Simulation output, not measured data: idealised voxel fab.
The process module presented herein is designated voxel trench capacitor.
The figure presents cross-section cut, which has a width of 245 nm and is divided into square cells with an edge length of 5 nm.
When this document writes out a cross-section, it uses a grid of square cells and lists it as bands, beginning at the top and moving down, with a band standing for one or more rows of cells.
Basically the band line says how high the top is and how high the bottom is, in nm, and then what's in it from left to right, every material with its width in nm. Empty space shows up as "empty", and if a single material carries "everywhere" it runs the full band edge to edge.
Height datum 0, below which the as-received substrate wafer is one material. Lowest band open at the bottom, running downward: "0 down".
Width spec "30->40" -> top row of cells at first value, bottom row at second value, equal per-row change in between.
"remained unchanged", as given for a step, is the statement that not any cell of the cross-section underwent a change during that step.
Empty spaces without an open route to the top, at least 8 cells in extent, make up the entry "Sealed voids"; each is given as width x height at distance, where the distance is measured from the left edge, and all are in nm.
Where a step's line continues beyond its settings, the continuation is a remark by the simulator itself on that step.
Regarding "overlay nm": on a step with a mask, it is the distance the mask lay to the right of its planned place; a negative value places it to the left.
# Here's what the planned process steps look like
1 RECEIVE with material Si
2 CONFORMAL_DEP with material SiN, thk nm 10
3 DIRECTIONAL_DEP with material aC, thk nm 15
4 PATTERN with tone open, mask id TRENCH, material resist, width nm 20, pitch nm 40, thk nm 35, overlay nm 0
5 DIRECTIONAL_ETCH with etch materials aC, depth nm 15
6 STRIP with etch materials resist
7 DIRECTIONAL_ETCH with etch materials SiN, depth nm 10
8 DIRECTIONAL_ETCH with etch materials Si, depth nm 30
9 STRIP with etch materials aC
10 CONFORMAL_DEP with material Al2O3, thk nm 5
11 FILL_DEP with material polySi, thk nm 10
12 CMP with height nm 10
# Wafer, first of two, run as planned
# Cross-sectional view of the wafer in its as-received condition, corresponding to the state after step 1
> 0 down | Si everywhere
> Sealed voids: none
# Take a look at the wafer's cross-section after step 2
> 10 to 0 | SiN everywhere
> Whatever lies below 0 is exactly as it was before.
# Take a look at the wafer's cross-section after step 3
> 25 to 10 | aC everywhere
> Whatever lies below 10 is exactly as it was before.
# Take a look at the wafer's cross-section after step 4
> 60 to 25 | resist 90 / empty 20 / resist 20 / empty 20 / resist 95
> Whatever lies below 25 is exactly as it was before.
# Take a look at the wafer's cross-section after step 5
> 45 to 25 | resist 90 / empty 20 / resist 20 / empty 20 / resist 95
> 25 to 10 | aC 90 / empty 20 / aC 20 / empty 20 / aC 95
> Whatever lies below 10 is exactly as it was before.
# Take a look at the wafer's cross-section after step 6
> 25 to 10 | aC 90 / empty 20 / aC 20 / empty 20 / aC 95
> Whatever lies below 10 is exactly as it was before.
# Take a look at the wafer's cross-section after step 7
> 25 to 10 | aC 90 / empty 20 / aC 20 / empty 20 / aC 95
> 10 to 0 | SiN 90 / empty 20 / SiN 20 / empty 20 / SiN 95
> Whatever lies below 0 is exactly as it was before.
# Take a look at the wafer's cross-section after step 8
> 25 to 10 | aC 90 / empty 20 / aC 20 / empty 20 / aC 95
> 10 to 0 | SiN 90 / empty 20 / SiN 20 / empty 20 / SiN 95
> 0 to -30 | Si 90 / empty 20 / Si 20 / empty 20 / Si 95
> Whatever lies below -30 is exactly as it was before.
# Take a look at the wafer's cross-section after step 9
> 10 to 0 | SiN 90 / empty 20 / SiN 20 / empty 20 / SiN 95
> Whatever lies below 0 is exactly as it was before.
# Take a look at the wafer's cross-section after step 10
> 15 to 10 | Al2O3 95 / empty 10 / Al2O3 30 / empty 10 / Al2O3 100
> 10 to 0 | SiN 90 / Al2O3 5 / empty 10 / Al2O3 5 / SiN 20 / Al2O3 5 / empty 10 / Al2O3 5 / SiN 95
> 0 to -25 | Si 90 / Al2O3 5 / empty 10 / Al2O3 5 / Si 20 / Al2O3 5 / empty 10 / Al2O3 5 / Si 95
> -25 to -30 | Si 90 / Al2O3 20 / Si 20 / Al2O3 20 / Si 95
> Whatever lies below -30 is exactly as it was before.
# Take a look at the wafer's cross-section after step 11
> 25 to 15 | polySi everywhere
> 15 to 10 | Al2O3 95 / polySi 10 / Al2O3 30 / polySi 10 / Al2O3 100
> 10 to 0 | SiN 90 / Al2O3 5 / polySi 10 / Al2O3 5 / SiN 20 / Al2O3 5 / polySi 10 / Al2O3 5 / SiN 95
> 0 to -25 | Si 90 / Al2O3 5 / polySi 10 / Al2O3 5 / Si 20 / Al2O3 5 / polySi 10 / Al2O3 5 / Si 95
> Whatever lies below -25 is exactly as it was before.
# Take a look at the wafer's cross-section after step 12
> 10 to 0 | SiN 90 / Al2O3 5 / polySi 10 / Al2O3 5 / SiN 20 / Al2O3 5 / polySi 10 / Al2O3 5 / SiN 95
> Whatever lies below 0 is exactly as it was before.
# Regarding the second of the two wafers: it shared the first wafer's starting condition and process plan, yet one error occurred during its execution. Its history coincides with that of the first wafer up to and including step 3
# Second wafer, cross-section, planned end of step 4
> 60 to 25 | resist 95 / empty 20 / resist 20 / empty 20 / resist 90
> Whatever lies below 25 is exactly as it was before.
# Second wafer, cross-section, planned end of step 5
> 45 to 25 | resist 95 / empty 20 / resist 20 / empty 20 / resist 90
> 25 to 10 | aC 95 / empty 20 / aC 20 / empty 20 / aC 90
> Whatever lies below 10 is exactly as it was before.
# Second wafer, cross-section, planned end of step 6
> 25 to 10 | aC 95 / empty 20 / aC 20 / empty 20 / aC 90
> Whatever lies below 10 is exactly as it was before.
# Second wafer, cross-section, planned end of step 7
> 25 to 10 | aC 95 / empty 20 / aC 20 / empty 20 / aC 90
> 10 to 0 | SiN 95 / empty 20 / SiN 20 / empty 20 / SiN 90
> Whatever lies below 0 is exactly as it was before.
# Second wafer, cross-section, planned end of step 8
> 25 to 10 | aC 95 / empty 20 / aC 20 / empty 20 / aC 90
> 10 to 0 | SiN 95 / empty 20 / SiN 20 / empty 20 / SiN 90
> 0 to -30 | Si 95 / empty 20 / Si 20 / empty 20 / Si 90
> Whatever lies below -30 is exactly as it was before.
# Second wafer, cross-section, planned end of step 9
> 10 to 0 | SiN 95 / empty 20 / SiN 20 / empty 20 / SiN 90
> Whatever lies below 0 is exactly as it was before.
# Second wafer, cross-section, planned end of step 10
> 15 to 10 | Al2O3 100 / empty 10 / Al2O3 30 / empty 10 / Al2O3 95
> 10 to 0 | SiN 95 / Al2O3 5 / empty 10 / Al2O3 5 / SiN 20 / Al2O3 5 / empty 10 / Al2O3 5 / SiN 90
> 0 to -25 | Si 95 / Al2O3 5 / empty 10 / Al2O3 5 / Si 20 / Al2O3 5 / empty 10 / Al2O3 5 / Si 90
> -25 to -30 | Si 95 / Al2O3 20 / Si 20 / Al2O3 20 / Si 90
> Whatever lies below -30 is exactly as it was before.
# Second wafer, cross-section, planned end of step 11
> 25 to 15 | polySi everywhere
> 15 to 10 | Al2O3 100 / polySi 10 / Al2O3 30 / polySi 10 / Al2O3 95
> 10 to 0 | SiN 95 / Al2O3 5 / polySi 10 / Al2O3 5 / SiN 20 / Al2O3 5 / polySi 10 / Al2O3 5 / SiN 90
> 0 to -25 | Si 95 / Al2O3 5 / polySi 10 / Al2O3 5 / Si 20 / Al2O3 5 / polySi 10 / Al2O3 5 / Si 90
> Whatever lies below -25 is exactly as it was before.
# Second wafer, cross-section, planned end of step 12
> 10 to 0 | SiN 95 / Al2O3 5 / polySi 10 / Al2O3 5 / SiN 20 / Al2O3 5 / polySi 10 / Al2O3 5 / SiN 90
> Whatever lies below 0 is exactly as it was before.
In executing the process, a mistake was made relative to the plan: not per plan at step 4, really ran PATTERN with tone open, mask id TRENCH, material resist, width nm 20, pitch nm 40, thk nm 35, overlay nm 5
Matching per-material cell counts, mismatched positions: that is how the second wafer compares with the first at the end.
